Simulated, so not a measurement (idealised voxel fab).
The document below concerns the process module designated voxel gate over fins.
This is section cut - it's 190 nm across, gridded in 5 nm square cells.
Heads up, the way a cross-section reads in here is a grid of square cells, handed over as bands from the top down, with every band being one or more rows of cells.
For a band, the entry starts with two heights in nm, that of the top and then that of the bottom, and carries on with the band's materials in order from left to right, each alongside its width in nm; the word "all across" beside a single material means it fills the band edge to edge, and "empty" means empty space.
All heights in this document are referenced to 0, defined as the level beneath which the wafer, as received, consists entirely of one material. The lowest band is not bounded below; it extends indefinitely downward and is written in the form "z 0 and below".
Per-row width for "30->40": begins at first number (top row of band), ends at second number (bottom row), increment between rows held constant.
Take "nothing different" at face value: in the step it is given for, the cross-section changed in none of its cells.
Listed in "Fully sealed cavities": every empty space of 8 or more cells without an open way to the top. Form: width x height at distance, the distance being from the left edge, all in nm.
Read whatever lies past the settings on a step's line as the simulator's own remark about the step.
Steps that use a mask can have "overlay nm" on their line. It says how far the mask sat to the right of where it was meant to be. Negative means to the left.

## This section lists the process steps that were planned
1,RECEIVE (material Si)
2,CONFORMAL_DEP (material SiN; thk nm 5)
3,MASKED_ETCH (tone cover; mask id FINS; width nm 15; pitch nm 50; etch materials SiN; depth nm 5; overlay nm 0)
4,MASKED_ETCH (tone cover; mask id FINS; width nm 15; pitch nm 50; etch materials Si; depth nm 30; overlay nm 0)
5,FILL_DEP (material SiO2; thk nm 5)
6,CMP (height nm 5)
7,DIRECTIONAL_DEP (material aC; thk nm 15)
8,PATTERN (tone open; mask id RAIL; material resist; width nm 15; thk nm 30; overlay nm 0)
9,DIRECTIONAL_ETCH (etch materials aC; depth nm 15)
10,STRIP (etch materials resist)
11,DIRECTIONAL_ETCH (etch materials SiO2; depth nm 30)
12,STRIP (etch materials aC)
13,CONFORMAL_DEP (material TiN; thk nm 5)
14,FILL_DEP (material W; thk nm 5)
15,CMP (height nm 5)
16,SELECTIVE_ETCH (etch materials W Ru TiN; depth nm 25)
17,FILL_DEP (material SiO2; thk nm 5)
18,CMP (height nm 5)
19,SELECTIVE_ETCH (etch materials SiO2; depth nm 15)
20,STRIP (etch materials SiN)
21,CONFORMAL_DEP (material HfO2; thk nm 5)
22,CONFORMAL_DEP (material TiN; thk nm 5)
23,FILL_DEP (material W; thk nm 15)
24,CMP (height nm 20)
25,CONFORMAL_DEP (material SiCN; thk nm 5)

## Delivered wafer in cross-section: state after step 1
- z 0 and below = Si all across
- Fully sealed cavities: none

## Below is the wafer in cross-section after the module was completed. It began from the starting point shown above and followed the plan shown above, except that one mistake was made while running it
- z 25 to 20 = SiCN all across
- z 20 to 10 = W all across
- z 10 to 5 = W (25) / TiN (35) / W (15) / TiN (35) / W (15) / TiN (35) / W (30)
- z 5 to 0 = W (25) / TiN (5) / HfO2 (25) / TiN (5) / W (15) / TiN (5) / HfO2 (25) / TiN (5) / W (15) / TiN (5) / HfO2 (25) / TiN (5) / W (30)
- z 0 to -5 = TiN (30) / HfO2 (5) / Si (15) / HfO2 (5) / TiN (25) / HfO2 (5) / Si (15) / HfO2 (5) / TiN (25) / HfO2 (5) / Si (15) / HfO2 (5) / TiN (35)
- z -5 to -10 = HfO2 (35) / Si (15) / HfO2 (35) / Si (15) / HfO2 (35) / Si (15) / HfO2 (40)
- z -10 to -20 = SiO2 (35) / Si (15) / SiO2 (35) / Si (15) / SiO2 (35) / Si (15) / SiO2 (40)
- z -20 to -25 = SiO2 (35) / Si (15) / TiN (5) / W (25) / TiN (5) / Si (15) / SiO2 (35) / Si (15) / SiO2 (40)
- z -25 to -30 = SiO2 (35) / Si (15) / TiN (35) / Si (15) / SiO2 (35) / Si (15) / SiO2 (40)
- z -30 and below = Si all across
- Fully sealed cavities: none
What broke from the plan during processing? planned and actual differ for step 10; actual: STRIP (etch materials SiO2)
